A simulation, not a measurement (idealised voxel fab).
This section sets out a process module, namely voxel wiring stack.
It is cross-section cut that appears here, measuring 230 nm in width, its square cells being 5 nm in size.
For the purposes of this document, a cross-section shall be understood as a grid of square cells, specified as bands listed in top-to-bottom order, each band consisting of one or more rows of cells. First you get the band's top height and its bottom height, in nm, and then the materials it's made of, left to right, with each width in nm. If you see a single material with "throughout", that one covers the band edge to edge. "empty" is empty space. Heights are expressed relative to 0, this being the level below which the as-received wafer comprises one material exclusively. The lowest band is unbounded in the downward direction and is denoted as in "0 -> down". You'd read "30 to 40" like this: the band's top row of cells is as wide as the first number, its bottom row is as wide as the second, and going down, every row changes width by the same amount as the row before did. "all unchanged" for a step: no cell of the cross-section changed in that step. "Completely enclosed voids" contains a list of empty spaces, each no smaller than 8 cells and without an open way to the top, written in the form width x height at distance with the distance from the left edge and all three in nm. On each step's line, the part that comes after the settings is the simulator's own comment on the step. overlay nm: for a step with a mask, the amount by which the mask lay right of where it was planned; a negative amount means left of it.

## Set out below are the planned steps of the process
- 1: RECEIVE | material Si
- 2: CONFORMAL_DEP | material SiO2 | thk nm 10
- 3: DIRECTIONAL_DEP | material TiN | thk nm 5
- 4: DIRECTIONAL_DEP | material W | thk nm 20
- 5: DIRECTIONAL_DEP | material aC | thk nm 15
- 6: PATTERN | tone cover | mask id METAL_1 | material resist | width nm 30 | pitch nm 50 | thk nm 35 | overlay nm 0
- 7: DIRECTIONAL_ETCH | etch materials aC | depth nm 15
- 8: STRIP | etch materials resist
- 9: DIRECTIONAL_ETCH | etch materials W | depth nm 20
- 10: DIRECTIONAL_ETCH | etch materials TiN | depth nm 5
- 11: STRIP | etch materials aC
- 12: FILL_DEP | material SiO2 | thk nm 5
- 13: CMP | height nm 35
- 14: CONFORMAL_DEP | material SiCN | thk nm 5
- 15: DIRECTIONAL_DEP | material SiO2 | thk nm 25
- 16: DIRECTIONAL_DEP | material aC | thk nm 15
- 17: PATTERN | tone open | mask id METAL_2 | material resist | width nm 30 | pitch nm 50 | thk nm 35 | overlay nm 0
- 18: DIRECTIONAL_ETCH | etch materials aC | depth nm 15
- 19: STRIP | etch materials resist
- 20: DIRECTIONAL_ETCH | etch materials SiO2 | depth nm 15
- 21: STRIP | etch materials aC
- 22: PATTERN | tone open | mask id METAL_2_HOLES | material resist | width nm 15 | pitch nm 50 | thk nm 20 | overlay nm 0
- 23: DIRECTIONAL_ETCH | etch materials SiO2 | depth nm 10
- 24: DIRECTIONAL_ETCH | etch materials SiCN | depth nm 5
- 25: STRIP | etch materials resist
- 26: CONFORMAL_DEP | material TiN | thk nm 5
- 27: FILL_DEP | material Cu | thk nm 5
- 28: CMP | height nm 65
- 29: CONFORMAL_DEP | material SiCN | thk nm 5
- 30: DIRECTIONAL_DEP | material SiO2 | thk nm 30
- 31: DIRECTIONAL_DEP | material aC | thk nm 10
- 32: PATTERN | tone open | mask id METAL_3_HOLES | material resist | width nm 15 | pitch nm 50 | thk nm 30 | overlay nm 0
- 33: DIRECTIONAL_ETCH | etch materials aC | depth nm 10
- 34: STRIP | etch materials resist
- 35: DIRECTIONAL_ETCH | etch materials SiO2 | depth nm 30
- 36: STRIP | etch materials aC
- 37: DIRECTIONAL_DEP | material aC | thk nm 15
- 38: PATTERN | tone open | mask id METAL_3 | material resist | width nm 30 | pitch nm 50 | thk nm 35 | overlay nm 0
- 39: DIRECTIONAL_ETCH | etch materials aC | depth nm 15
- 40: STRIP | etch materials resist
- 41: DIRECTIONAL_ETCH | etch materials SiO2 | depth nm 20
- 42: DIRECTIONAL_ETCH | etch materials SiCN | depth nm 5
- 43: STRIP | etch materials aC
- 44: CONFORMAL_DEP | material TiN | thk nm 5
- 45: FILL_DEP | material Cu | thk nm 10
- 46: CMP | height nm 100
- 47: CONFORMAL_DEP | material SiN | thk nm 5

## Wafer as received: cross-section following step 1
	0 -> down = Si throughout
	Completely enclosed voids: none

## As-planned run: cross-section of the first of two wafers at end of module
	105 -> 100 = SiN throughout
	100 -> 85 = SiO2 75 nm, TiN 5 nm, Cu 20 nm, TiN 5 nm, SiO2 20 nm, TiN 5 nm, Cu 20 nm, TiN 5 nm, SiO2 75 nm
	85 -> 80 = SiO2 75 nm, TiN 5 nm, Cu 5 nm, TiN 20 nm, SiO2 20 nm, TiN 5 nm, Cu 5 nm, TiN 20 nm, SiO2 75 nm
	80 -> 70 = SiO2 75 nm, TiN 5 nm, Cu 5 nm, TiN 5 nm, SiO2 35 nm, TiN 5 nm, Cu 5 nm, TiN 5 nm, SiO2 90 nm
	70 -> 65 = SiCN 75 nm, TiN 15 nm, SiCN 35 nm, TiN 15 nm, SiCN 90 nm
	65 -> 55 = SiO2 75 nm, TiN 5 nm, Cu 20 nm, TiN 5 nm, SiO2 20 nm, TiN 5 nm, Cu 20 nm, TiN 5 nm, SiO2 75 nm
	55 -> 50 = SiO2 75 nm, TiN 5 nm, Cu 5 nm, TiN 20 nm, SiO2 20 nm, TiN 5 nm, Cu 5 nm, TiN 20 nm, SiO2 75 nm
	50 -> 40 = SiO2 75 nm, TiN 5 nm, Cu 5 nm, TiN 5 nm, SiO2 35 nm, TiN 5 nm, Cu 5 nm, TiN 5 nm, SiO2 90 nm
	40 -> 35 = SiCN 75 nm, TiN 15 nm, SiCN 35 nm, TiN 15 nm, SiCN 90 nm
	35 -> 15 = SiO2 75 nm, W 30 nm, SiO2 20 nm, W 30 nm, SiO2 75 nm
	15 -> 10 = SiO2 75 nm, TiN 30 nm, SiO2 20 nm, TiN 30 nm, SiO2 75 nm
	10 -> 0 = SiO2 throughout
	0 -> down = Si throughout
	Completely enclosed voids: none

## Cross-sectional view of the second of two wafers upon completion of the module. This wafer shared its starting condition and process plan with the first; one error was made during its execution
	105 -> 100 = SiN throughout
	100 -> 85 = SiO2 75 nm, TiN 5 nm, Cu 5 nm, TiN 5 nm, SiO2 35 nm, TiN 5 nm, Cu 5 nm, TiN 5 nm, SiO2 90 nm
	85 -> 80 = SiO2 75 nm, TiN 15 nm, SiO2 35 nm, TiN 15 nm, SiO2 90 nm
	80 -> 70 = SiO2 throughout
	70 -> 65 = SiCN throughout
	65 -> 55 = SiO2 75 nm, TiN 5 nm, Cu 20 nm, TiN 5 nm, SiO2 20 nm, TiN 5 nm, Cu 20 nm, TiN 5 nm, SiO2 75 nm
	55 -> 50 = SiO2 75 nm, TiN 5 nm, Cu 5 nm, TiN 20 nm, SiO2 20 nm, TiN 5 nm, Cu 5 nm, TiN 20 nm, SiO2 75 nm
	50 -> 40 = SiO2 75 nm, TiN 5 nm, Cu 5 nm, TiN 5 nm, SiO2 35 nm, TiN 5 nm, Cu 5 nm, TiN 5 nm, SiO2 90 nm
	40 -> 35 = SiCN 75 nm, TiN 15 nm, SiCN 35 nm, TiN 15 nm, SiCN 90 nm
	35 -> 15 = SiO2 75 nm, W 30 nm, SiO2 20 nm, W 30 nm, SiO2 75 nm
	15 -> 10 = SiO2 75 nm, TiN 30 nm, SiO2 20 nm, TiN 30 nm, SiO2 75 nm
	10 -> 0 = SiO2 throughout
	0 -> down = Si throughout
	Completely enclosed voids: none
Processing error: step 30, plan: ran twice
The second wafer ends with more or fewer cells of some materials than the first, per final count: -24 Cu | +6 SiCN | +36 SiO2 | -18 TiN
